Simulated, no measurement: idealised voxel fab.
process module | voxel wiring stack
cross-section cut | 160 nm wide | cells 5 nm
A cross-section is a grid of square cells, given in bands from the top down. A band is one or more rows of cells.
Each band's line starts with the height of the band's top and of its bottom, in nm. Then come its materials from left to right, each with its width in nm. One material with "throughout" fills the band from edge to edge. "air" is empty space.
Height 0 is the level under which the wafer as received is all one material. The lowest band goes on downwards, as in "0 down".
A width such as "30 to 40" changes by the same amount from each row of cells to the next, from the band's top row to its bottom row.
"no change" after a step means that no cell of the cross-section changed.
closed voids: empty space of 8 cells or more with no open way to the top, each as width x height at its distance from the left edge, in nm
after a step's settings: what the simulator itself notes on the step
overlay nm, on a step with a mask: how far to the right of its planned place the mask lay; to the left if negative
plan
1 op RECEIVE | material Si
2 op CONFORMAL_DEP | material SiO2 | thk nm 10
3 op DIRECTIONAL_DEP | material TiN | thk nm 5
4 op DIRECTIONAL_DEP | material Ru | thk nm 25
5 op MASKED_ETCH | tone cover | mask id METAL_1 | width nm 25 | pitch nm 50 | etch materials Ru | depth nm 25 | overlay nm 0
6 op MASKED_ETCH | tone cover | mask id METAL_1 | width nm 25 | pitch nm 50 | etch materials TiN | depth nm 5 | overlay nm 0
7 op CONFORMAL_DEP | material SiN | thk nm 5
8 op FILL_DEP | material lowk | thk nm 5
9 op CMP | height nm 40
10 op CONFORMAL_DEP | material SiCN | thk nm 5
11 op DIRECTIONAL_DEP | material SiO2 | thk nm 35
12 op DIRECTIONAL_DEP | material aC | thk nm 10
13 op PATTERN | tone open | mask id METAL_2_HOLES | material resist | width nm 15 | pitch nm 100 | thk nm 30 | overlay nm 0
14 op DIRECTIONAL_ETCH | etch materials aC | depth nm 10
15 op STRIP | etch materials resist
16 op DIRECTIONAL_ETCH | etch materials SiO2 | depth nm 35
17 op STRIP | etch materials aC
18 op PATTERN | tone open | mask id METAL_2 | material resist | width nm 25 | pitch nm 50 | thk nm 15 | overlay nm 0
19 op DIRECTIONAL_ETCH | etch materials SiO2 | depth nm 20
20 op DIRECTIONAL_ETCH | etch materials SiCN | depth nm 5
21 op STRIP | etch materials resist
22 op CONFORMAL_DEP | material TiN | thk nm 5
23 op FILL_DEP | material Cu | thk nm 10
24 op CMP | height nm 80
25 op CONFORMAL_DEP | material SiCN | thk nm 5
26 op DIRECTIONAL_DEP | material SiO2 | thk nm 30
27 op MASKED_ETCH | tone open | mask id METAL_3 | width nm 25 | pitch nm 50 | etch materials SiO2 | depth nm 15 | overlay nm 0
28 op DIRECTIONAL_DEP | material aC | thk nm 10
29 op PATTERN | tone open | mask id METAL_3_HOLES | material resist | width nm 15 | pitch nm 100 | thk nm 30 | overlay nm 0
30 op DIRECTIONAL_ETCH | etch materials aC | depth nm 10
31 op STRIP | etch materials resist
32 op DIRECTIONAL_ETCH | etch materials SiO2 | depth nm 15
33 op DIRECTIONAL_ETCH | etch materials SiCN | depth nm 5
34 op STRIP | etch materials aC
35 op CONFORMAL_DEP | material TiN | thk nm 5
36 op FILL_DEP | material Ru | thk nm 5
37 op CMP | height nm 115
38 op CONFORMAL_DEP | material SiCN | thk nm 5
39 op DIRECTIONAL_DEP | material lowk | thk nm 25
40 op DIRECTIONAL_DEP | material aC | thk nm 15
41 op PATTERN | tone open | mask id METAL_4_HOLES | material resist | width nm 15 | pitch nm 100 | thk nm 30 | overlay nm 0
42 op DIRECTIONAL_ETCH | etch materials aC | depth nm 15
43 op STRIP | etch materials resist
44 op DIRECTIONAL_ETCH | etch materials lowk | depth nm 25
45 op STRIP | etch materials aC
46 op DIRECTIONAL_DEP | material aC | thk nm 15
47 op PATTERN | tone open | mask id METAL_4 | material resist | width nm 25 | pitch nm 50 | thk nm 30 | overlay nm 0
48 op DIRECTIONAL_ETCH | etch materials aC | depth nm 15
49 op STRIP | etch materials resist
50 op DIRECTIONAL_ETCH | etch materials lowk | depth nm 15
51 op DIRECTIONAL_ETCH | etch materials SiCN | depth nm 5
52 op STRIP | etch materials aC
53 op CONFORMAL_DEP | material TiN | thk nm 5
54 op FILL_DEP | material Ru | thk nm 10
55 op CMP | height nm 145
56 op CONFORMAL_DEP | material SiN | thk nm 5
as received, after step 1
  0 down: Si throughout
  closed voids: none
a wafer at the end: this start, this plan, one mistake
  150 to 145: SiN throughout
  145 to 135: lowk 15 | TiN 5 | Ru 15 | TiN 5 | lowk 25 | TiN 5 | Ru 15 | TiN 5 | lowk 25 | TiN 5 | Ru 15 | TiN 5 | lowk 20
  135 to 130: lowk 15 | TiN 5 | Ru 5 | TiN 15 | lowk 25 | TiN 25 | lowk 25 | TiN 5 | Ru 5 | TiN 15 | lowk 20
  130 to 120: lowk 15 | TiN 5 | Ru 5 | TiN 5 | lowk 85 | TiN 5 | Ru 5 | TiN 5 | lowk 30
  120 to 115: SiCN 15 | TiN 15 | SiCN 85 | TiN 15 | SiCN 30
  115 to 90: SiO2 15 | TiN 5 | Ru 15 | TiN 5 | SiO2 25 | TiN 5 | Ru 15 | TiN 5 | SiO2 25 | TiN 5 | Ru 15 | TiN 5 | SiO2 20
  90 to 85: SiO2 15 | TiN 5 | Ru 5 | TiN 15 | SiO2 25 | TiN 25 | SiO2 25 | TiN 5 | Ru 5 | TiN 15 | SiO2 20
  85 to 80: SiCN 15 | TiN 15 | SiCN 85 | TiN 15 | SiCN 30
  80 to 65: SiO2 15 | TiN 5 | Cu 15 | TiN 5 | SiO2 25 | TiN 5 | Cu 15 | TiN 5 | SiO2 25 | TiN 5 | Cu 15 | TiN 5 | SiO2 20
  65 to 60: SiO2 15 | TiN 5 | Cu 5 | TiN 15 | SiO2 25 | TiN 25 | SiO2 25 | TiN 5 | Cu 5 | TiN 15 | SiO2 20
  60 to 45: SiO2 15 | TiN 5 | Cu 5 | TiN 5 | SiO2 85 | TiN 5 | Cu 5 | TiN 5 | SiO2 30
  45 to 40: SiCN 15 | TiN 15 | SiCN 85 | TiN 15 | SiCN 30
  40 to 15: lowk 10 | SiN 5 | Ru 25 | SiN 5 | lowk 15 | SiN 5 | Ru 25 | SiN 5 | lowk 15 | SiN 5 | Ru 25 | SiN 5 | lowk 15
  15 to 10: SiN 15 | TiN 25 | SiN 25 | TiN 25 | SiN 25 | TiN 25 | SiN 20
  10 to 0: SiO2 throughout
  0 down: Si throughout
  closed voids: none
what went wrong: step 27 was run twice
